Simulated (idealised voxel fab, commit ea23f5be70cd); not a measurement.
This section sets out a process module, namely voxel lift off.
Displayed cross-section: cut, width of 265 nm, square cells sized 5 nm.
We lay out every cross-section as a grid of square cells and spell it out in bands from the top down, where one band means one or more rows of cells. For a band, the entry starts with two heights in nm, that of the top and then that of the bottom, and carries on with the band's materials in order from left to right, each alongside its width in nm; the word "everywhere" beside a single material means it fills the band edge to edge, and "blank" means empty space. Heads up on the height convention: 0 is the point under which the incoming wafer is all one material, and the lowest band has no bottom, it just keeps going down, like "0 down". Read "30->40" as a graded width: first number on top, second number at the bottom, same change between each pair of neighbouring rows. Any step labelled "no alteration" changed none of the cells in the cross-section. The entry "Closed cavities" lists the empty spaces that cover at least 8 cells and have no open path to the top. Each is written as width x height at distance, where the distance is measured from the left edge and all three values are in nm. What comes after the settings on a step's line is commentary from the simulator itself on that step. When a step includes a mask, the "overlay nm" setting on its line states how far to the right of its planned place that mask lay, and negative values state how far to the left.

# plan
1. op RECEIVE | material Si
2. op CONFORMAL_DEP | material SiO2 | thk nm 5
3. op PATTERN | tone open | mask id LINES | material resist | width nm 20 | pitch nm 50 | thk nm 30 | overlay nm 0
4. op DIRECTIONAL_DEP | material Ru | thk nm 15
5. op STRIP | etch materials resist
6. op CONFORMAL_DEP | material SiO2 | thk nm 5

# First of two wafers: run as planned

# Incoming wafer in cross-section (state: after step 1)
	0 down = Si everywhere
	Closed cavities: none

# Sectional view: wafer, after step 2
	5 to 0 = SiO2 everywhere
	Everything below 0 is unchanged.

# Sectional view: wafer, after step 3
	35 to 5 = 95 resist  20 blank  30 resist  20 blank  100 resist
	Everything below 5 is unchanged.

# Sectional view: wafer, after step 4
	50 to 35 = 95 Ru  20 blank  30 Ru  20 blank  100 Ru
	35 to 20 = 95 resist  20 blank  30 resist  20 blank  100 resist
	20 to 5 = 95 resist  20 Ru  30 resist  20 Ru  100 resist
	Everything below 5 is unchanged.

# Sectional view: wafer, after step 5
	20 to 5 = 95 blank  20 Ru  30 blank  20 Ru  100 blank
	Everything below 5 is unchanged.

# Sectional view: wafer, after step 6
	25 to 20 = 90 blank  30 SiO2  20 blank  30 SiO2  95 blank
	20 to 10 = 90 blank  5 SiO2  20 Ru  5 SiO2  20 blank  5 SiO2  20 Ru  5 SiO2  95 blank
	10 to 5 = 95 SiO2  20 Ru  30 SiO2  20 Ru  100 SiO2
	Everything below 5 is unchanged.

# Here the second wafer is described. Its start and its plan were those of the first wafer. Its run contained one mistake. Up to and including step 3, it did exactly what the first wafer did

# when step 4 should have ended
	60 to 35 = 95 Ru  20 blank  30 Ru  20 blank  100 Ru
	35 to 30 = 95 resist  20 blank  30 resist  20 blank  100 resist
	30 to 5 = 95 resist  20 Ru  30 resist  20 Ru  100 resist
	Everything below 5 is unchanged.

# when step 5 should have ended
	30 to 5 = 95 blank  20 Ru  30 blank  20 Ru  100 blank
	Everything below 5 is unchanged.

# when step 6 should have ended
	35 to 30 = 90 blank  30 SiO2  20 blank  30 SiO2  95 blank
	30 to 10 = 90 blank  5 SiO2  20 Ru  5 SiO2  20 blank  5 SiO2  20 Ru  5 SiO2  95 blank
	10 to 5 = 95 SiO2  20 Ru  30 SiO2  20 Ru  100 SiO2
	Everything below 5 is unchanged.
What was the processing mistake? step 4 deviated from plan and actually ran as op DIRECTIONAL_DEP | material Ru | thk nm 25
The final cell counts differ between the wafers, with the second having more or fewer of some materials than the first: +16 Ru, +8 SiO2
